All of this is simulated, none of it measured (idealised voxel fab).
Module name: voxel transistor to metal (process module)
In the cross-section labelled cut, the width is 175 nm and each square cell is 5 nm.
Notation: cross-section as square-cell grid; stated in bands, top first, going down; one or more cell rows per band.
Heads up on the band format: heights come first, top then bottom, in nm. After that it's the materials left to right, each with its width in nm. A single material flagged "all across" fills the whole band edge to edge, and "air" means there's empty space there.
Heights are reckoned from 0. Under this level, the received wafer is all of one material. The bottommost band is open-ended downward, for example "0 down".
Graded width ("30 to 40"): value in top row of band = first number; value in bottom row = second number; row-to-row change constant.
What does "same as before" mean for a step? It means no cell of the cross-section changed in that step.
Enclosed voids (no open way to top), threshold 8 cells or more, entry "Closed void catalog", notation width x height at distance, distance from left edge, nm.
Note: text after step settings on the step line = simulator remark on that step.
When a step includes a mask, the "overlay nm" setting on its line states how far to the right of its planned place that mask lay, and negative values state how far to the left.

The following list gives the planned process steps:
1. RECEIVE (material Si)
2. CONFORMAL_DEP (material SiO2; thk nm 5)
3. CONFORMAL_DEP (material SiN; thk nm 10)
4. DIRECTIONAL_DEP (material aC; thk nm 15)
5. PATTERN (tone cover; mask id ACTIVE; material resist; width nm 115; thk nm 35; overlay nm 0)
6. DIRECTIONAL_ETCH (etch materials aC; depth nm 15)
7. STRIP (etch materials resist)
8. DIRECTIONAL_ETCH (etch materials SiN; depth nm 10)
9. DIRECTIONAL_ETCH (etch materials SiO2; depth nm 5)
10. DIRECTIONAL_ETCH (etch materials Si; depth nm 35)
11. STRIP (etch materials aC)
12. OXIDIZE (depth nm 5)
13. FILL_DEP (material SiO2; thk nm 10)
14. CMP (height nm 15)
15. SELECTIVE_ETCH (etch materials SiO2; depth nm 5)
16. STRIP (etch materials SiN)
17. SELECTIVE_ETCH (etch materials SiO2; depth nm 5)
18. OXIDIZE (depth nm 5)
19. DIRECTIONAL_DEP (material polySi; thk nm 30)
20. DIRECTIONAL_DEP (material SiCN; thk nm 10)
21. DIRECTIONAL_DEP (material aC; thk nm 15)
22. PATTERN (tone cover; mask id GATE; material resist; width nm 25; thk nm 30; overlay nm 0)
23. DIRECTIONAL_ETCH (etch materials aC; depth nm 15)
24. STRIP (etch materials resist)
25. DIRECTIONAL_ETCH (etch materials SiCN; depth nm 20)
26. DIRECTIONAL_ETCH (etch materials polySi; depth nm 40)
27. STRIP (etch materials aC)
28. CONFORMAL_DEP (material SiN; thk nm 10)
29. DIRECTIONAL_ETCH (etch materials SiN; depth nm 10)
30. DIRECTIONAL_ETCH (etch materials SiO2; depth nm 5)
31. DIRECTIONAL_ETCH (etch materials Si; depth nm 5)
32. EPI (material pSi; thk nm 5)
33. FILL_DEP (material SiO2; thk nm 5)
34. CMP (height nm 30)
35. STRIP (etch materials polySi)
36. SELECTIVE_ETCH (etch materials SiO2; depth nm 5)
37. CONFORMAL_DEP (material HfO2; thk nm 5)
38. CONFORMAL_DEP (material TiN; thk nm 5)
39. FILL_DEP (material W; thk nm 10)
40. CMP (height nm 25)
41. DIRECTIONAL_DEP (material SiO2; thk nm 15)
42. DIRECTIONAL_DEP (material aC; thk nm 15)
43. PATTERN (tone open; mask id CONTACT; material resist; width nm 15; pitch nm 80; thk nm 35; overlay nm 0)
44. DIRECTIONAL_ETCH (etch materials aC; depth nm 15)
45. STRIP (etch materials resist)
46. DIRECTIONAL_ETCH (etch materials SiO2; depth nm 45)
47. STRIP (etch materials aC)
48. CONFORMAL_DEP (material TiN; thk nm 5)
49. FILL_DEP (material Ru; thk nm 10)
50. CMP (height nm 40)
51. DIRECTIONAL_DEP (material TiN; thk nm 5)
52. DIRECTIONAL_DEP (material W; thk nm 15)
53. MASKED_ETCH (tone cover; mask id METAL_1; width nm 15; pitch nm 80; etch materials W; depth nm 15; overlay nm 0)
54. MASKED_ETCH (tone cover; mask id METAL_1; width nm 15; pitch nm 80; etch materials TiN; depth nm 5; overlay nm 0)
55. CONFORMAL_DEP (material SiN; thk nm 5)
56. FILL_DEP (material SiO2; thk nm 10)
57. CMP (height nm 60)
58. CONFORMAL_DEP (material SiCN; thk nm 5)

As received (post step 1): cross-section:
- 0 down = Si all across
- Closed void catalog: none

First wafer of two, sectioned at end of module; run went per plan:
- 65 to 60 = SiCN all across
- 60 to 45 = SiO2: 35 / SiN: 5 / W: 15 / SiN: 5 / SiO2: 55 / SiN: 5 / W: 15 / SiN: 5 / SiO2: 35
- 45 to 40 = SiN: 40 / TiN: 15 / SiN: 65 / TiN: 15 / SiN: 40
- 40 to 25 = SiO2: 40 / TiN: 5 / Ru: 5 / TiN: 5 / SiO2: 65 / TiN: 5 / Ru: 5 / TiN: 5 / SiO2: 40
- 25 to 5 = SiO2: 40 / TiN: 5 / Ru: 5 / TiN: 5 / SiO2: 10 / SiN: 10 / HfO2: 5 / TiN: 5 / W: 5 / TiN: 5 / HfO2: 5 / SiN: 10 / SiO2: 10 / TiN: 5 / Ru: 5 / TiN: 5 / SiO2: 40
- 5 to 0 = SiO2: 25 / SiN: 10 / SiO2: 5 / TiN: 5 / Ru: 5 / TiN: 5 / SiO2: 10 / SiN: 10 / HfO2: 5 / TiN: 15 / HfO2: 5 / SiN: 10 / SiO2: 10 / TiN: 5 / Ru: 5 / TiN: 5 / SiO2: 5 / SiN: 10 / SiO2: 25
- 0 to -5 = SiO2: 40 / TiN: 15 / SiO2: 5 / pSi: 5 / SiO2: 5 / HfO2: 35 / SiO2: 5 / pSi: 5 / SiO2: 5 / TiN: 15 / SiO2: 40
- -5 to -10 = SiO2: 35 / pSi: 30 / Si: 45 / pSi: 30 / SiO2: 35
- -10 to -40 = SiO2: 35 / Si: 105 / SiO2: 35
- -40 down = Si all across
- Closed void catalog: none

This is the second of the two wafers, cross-sectioned at the end of the module; it started exactly like the first and was given the same plan, but it was run with one mistake:
- 65 to 60 = SiCN all across
- 60 to 55 = SiN: 40 / TiN: 15 / SiN: 65 / TiN: 15 / SiN: 40
- 55 to 40 = W all across
- 40 to 25 = SiO2: 40 / TiN: 5 / Ru: 5 / TiN: 5 / SiO2: 65 / TiN: 5 / Ru: 5 / TiN: 5 / SiO2: 40
- 25 to 5 = SiO2: 40 / TiN: 5 / Ru: 5 / TiN: 5 / SiO2: 10 / SiN: 10 / HfO2: 5 / TiN: 5 / W: 5 / TiN: 5 / HfO2: 5 / SiN: 10 / SiO2: 10 / TiN: 5 / Ru: 5 / TiN: 5 / SiO2: 40
- 5 to 0 = SiO2: 25 / SiN: 10 / SiO2: 5 / TiN: 5 / Ru: 5 / TiN: 5 / SiO2: 10 / SiN: 10 / HfO2: 5 / TiN: 15 / HfO2: 5 / SiN: 10 / SiO2: 10 / TiN: 5 / Ru: 5 / TiN: 5 / SiO2: 5 / SiN: 10 / SiO2: 25
- 0 to -5 = SiO2: 40 / TiN: 15 / SiO2: 5 / pSi: 5 / SiO2: 5 / HfO2: 35 / SiO2: 5 / pSi: 5 / SiO2: 5 / TiN: 15 / SiO2: 40
- -5 to -10 = SiO2: 35 / pSi: 30 / Si: 45 / pSi: 30 / SiO2: 35
- -10 to -40 = SiO2: 35 / Si: 105 / SiO2: 35
- -40 down = Si all across
- Closed void catalog: none
Here's what went sideways: mixed up steps 51 and 52 - ran each in the other's place
Cell-count delta at end, second wafer over first, by material: -12 SiN; -75 SiO2; +87 W
